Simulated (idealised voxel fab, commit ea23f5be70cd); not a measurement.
process module | voxel released beams
cross-section cut | 250 nm wide | cells 5 nm
A cross-section is a grid of square cells, given in bands from the top down. A band is one or more rows of cells.
Each band's line starts with the height of the band's top and of its bottom, in nm. Then come its materials from left to right, each with its width in nm. One material with "throughout" fills the band from edge to edge. "air" is empty space.
Height 0 is the level under which the wafer as received is all one material. The lowest band goes on downwards, as in "0 down".
A width such as "30 to 40" changes by the same amount from each row of cells to the next, from the band's top row to its bottom row.
"no change" after a step means that no cell of the cross-section changed.
closed voids: empty space of 8 cells or more with no open way to the top, each as width x height at its distance from the left edge, in nm
after a step's settings: what the simulator itself notes on the step
overlay nm, on a step with a mask: how far to the right of its planned place the mask lay; to the left if negative
plan
1 op RECEIVE | material Si
2 op CONFORMAL_DEP | material SiN | thk nm 5
3 op DIRECTIONAL_DEP | material SiO2 | thk nm 20
4 op MASKED_ETCH | tone open | mask id ANCHOR | width nm 35 | etch materials SiO2 | depth nm 20 | overlay nm 0
5 op CONFORMAL_DEP | material polySi | thk nm 10
6 op MASKED_ETCH | tone cover | mask id BEAM | width nm 85 | etch materials polySi | depth nm 10 | overlay nm 0
7 op STRIP | etch materials SiO2
as received, after step 1
  0 down: Si throughout
  closed voids: none
first wafer at the end, as planned
  35 to 25: air 80 | polySi 15 | air 15 | polySi 55 | air 85
  25 to 15: air 85 | polySi 10 | air 15 | polySi 10 | air 130
  15 to 5: air 85 | polySi 35 | air 130
  5 to 0: SiN throughout
  0 down: Si throughout
  closed voids: none
second wafer at the end: like start, like plan, one mistake
  35 to 25: air 80 | polySi 85 | air 85
  25 to 0: SiN throughout
  0 down: Si throughout
  closed voids: none
what went wrong: step 3 ran as: op DIRECTIONAL_DEP | material SiN | thk nm 20
at the end the second wafer has, in cells: 200 more of SiN | 16 fewer of polySi
